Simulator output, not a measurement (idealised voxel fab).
The following process module bears the name voxel self aligned vias.
Xsec cut, 295 nm wide, square cell size 5 nm.
A cross-section is written here as square cells arranged in a grid, and it is given in bands from the top down, each band taking up one or more rows of cells.
A band entry consists of two parts. The first gives the height of the band's top and the height of its bottom, in nm. The rest lists the band's materials from left to right, each with its width in nm. A single material labelled with the word "everywhere" fills the band from edge to edge, and the word "blank" marks empty space.
It should be noted that heights are counted from 0, beneath which the wafer as supplied is of one material throughout, and that the lowest band possesses no lower boundary but continues downward, as written in "0 nm and below".
So if you see something like "30->40" for the width, read it as the top row of the band sitting at the first number and the bottom row at the second, with every row in between moving by the same amount as the last.
What does "no change" mean for a step? It means no cell of the cross-section changed in that step.
Enclosed voids (no open way to top), threshold 8 cells or more, entry "Closed void inventory", notation width x height at distance, distance from left edge, nm.
The remark found on a step's line after its settings is issued by the simulator itself and pertains to that step.
overlay nm: where the mask lay relative to plan, measured to the right, on steps with a mask; negatives go left.

## Steps planned for the process
1 RECEIVE with material Si
2 CONFORMAL_DEP with material SiO2, thk nm 15
3 CONFORMAL_DEP with material SiCN, thk nm 5
4 DIRECTIONAL_DEP with material SiO2, thk nm 20
5 PATTERN with tone open, mask id LINES, material resist, width nm 15, pitch nm 60, thk nm 15, overlay nm 0
6 DIRECTIONAL_ETCH with etch materials SiO2, depth nm 20
7 STRIP with etch materials resist
8 CONFORMAL_DEP with material TiN, thk nm 5
9 FILL_DEP with material Ru, thk nm 5
10 CMP with height nm 40
11 SELECTIVE_ETCH with etch materials W Ru TiN, depth nm 5
12 FILL_DEP with material SiN, thk nm 5
13 CMP with height nm 40
14 DIRECTIONAL_DEP with material SiO2, thk nm 20
15 PATTERN with tone open, mask id VIAS, material resist, width nm 30, pitch nm 60, thk nm 20, overlay nm 0
16 DIRECTIONAL_ETCH with etch materials SiO2, depth nm 20
17 DIRECTIONAL_ETCH with etch materials SiN, depth nm 5
18 STRIP with etch materials resist
19 CONFORMAL_DEP with material TiN, thk nm 5
20 FILL_DEP with material Cu, thk nm 10
21 CMP with height nm 60
22 CONFORMAL_DEP with material SiN, thk nm 5
Wafers differ in width nm at step 5; plan lists the first wafer's value; identical starting state.

## As-received state after step 1, first of several wafers, cross-section
	0 nm and below = Si everywhere
	Closed void inventory: none

## The table below has one row for each wafer; a row shows, as of the end of the module, how many cells of each material the wafer has gained, marked (+), or lost, marked (-), since it was received, and then the wafer's closed voids
width nm 15; +39 Cu; +6 Ru; +59 SiCN; +59 SiN; +541 SiO2; +63 TiN; Closed void inventory: none
width nm 20; +42 Cu; +12 Ru; +59 SiCN; +59 SiN; +529 SiO2; +66 TiN; Closed void inventory: none
width nm 25; +45 Cu; +18 Ru; +59 SiCN; +59 SiN; +517 SiO2; +69 TiN; Closed void inventory: none
width nm 30; +48 Cu; +24 Ru; +59 SiCN; +59 SiN; +505 SiO2; +72 TiN; Closed void inventory: none
width nm 35; +48 Cu; +30 Ru; +59 SiCN; +62 SiN; +493 SiO2; +75 TiN; Closed void inventory: none
